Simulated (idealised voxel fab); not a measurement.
Process module heading - voxel double patterning
Displayed cross-section: cut, width of 255 nm, square cells sized 5 nm.
A cross-section is written here as square cells arranged in a grid, and it is given in bands from the top down, each band taking up one or more rows of cells.
The band entry comprises the height of the band's top followed by the height of its bottom, expressed in nm, and subsequently the band's materials from left to right, each stated together with its width in nm. Where a single material is marked with the word "throughout", that material fills the band from edge to edge. The word "empty" represents empty space.
Basically, 0 is our baseline, since under it the wafer straight out of the box is all one material. The bottom band has no lower end and keeps on going down, so it looks like "0 -> down".
You'd read "30 to 40" like this: the band's top row of cells is as wide as the first number, its bottom row is as wide as the second, and going down, every row changes width by the same amount as the row before did.
The designation "same as before", where it is given for a processing step, indicates that no cell of the cross-section was altered in the course of that step.
Listed in "Sealed void inventory": every empty space of 8 or more cells without an open way to the top. Form: width x height at distance, the distance being from the left edge, all in nm.
What comes after the settings on a step's line is commentary from the simulator itself on that step.
The "overlay nm" setting may appear on a step's line; for a step that uses a mask, it gives how far to the right of its planned position the mask lay, and a negative value indicates the left.

The following list gives the planned process steps:
| 1 | RECEIVE (material Si) |
| 2 | CONFORMAL_DEP (material SiN; thk nm 5) |
| 3 | DIRECTIONAL_DEP (material SiO2; thk nm 10) |
| 4 | DIRECTIONAL_DEP (material SiCN; thk nm 10) |
| 5 | MASKED_ETCH (tone open; mask id FIRST; width nm 15; pitch nm 50; etch materials SiCN; depth nm 10; overlay nm 0) |
| 6 | DIRECTIONAL_DEP (material aC; thk nm 10) |
| 7 | PATTERN (tone open; mask id SECOND; material resist; width nm 15; pitch nm 50; thk nm 25; overlay nm 0) |
| 8 | DIRECTIONAL_ETCH (etch materials aC; depth nm 10) |
| 9 | STRIP (etch materials resist) |
| 10 | DIRECTIONAL_ETCH (etch materials SiCN; depth nm 10) |
| 11 | STRIP (etch materials aC) |
| 12 | DIRECTIONAL_ETCH (etch materials SiO2; depth nm 10) |
| 13 | STRIP (etch materials SiCN) |

as received, after step 1:
* 0 -> down | Si throughout
* Sealed void inventory: none

What the wafer looks like in cross-section after this module, when it starts as shown above and follows the plan above but one mistake is made in running it:
* 15 -> 5 | SiO2 65 nm  empty 15 nm  SiO2 15 nm  empty 15 nm  SiO2 5 nm  empty 15 nm  SiO2 15 nm  empty 15 nm  SiO2 5 nm  empty 15 nm  SiO2 75 nm
* 5 -> 0 | SiN throughout
* 0 -> down | Si throughout
* Sealed void inventory: none
In executing the process, a mistake was made relative to the plan: it should be noted that step 5 was executed with settings other than those planned, the operation and settings actually applied being MASKED_ETCH (tone open; mask id FIRST; width nm 15; pitch nm 50; etch materials SiCN; depth nm 10; overlay nm -5)
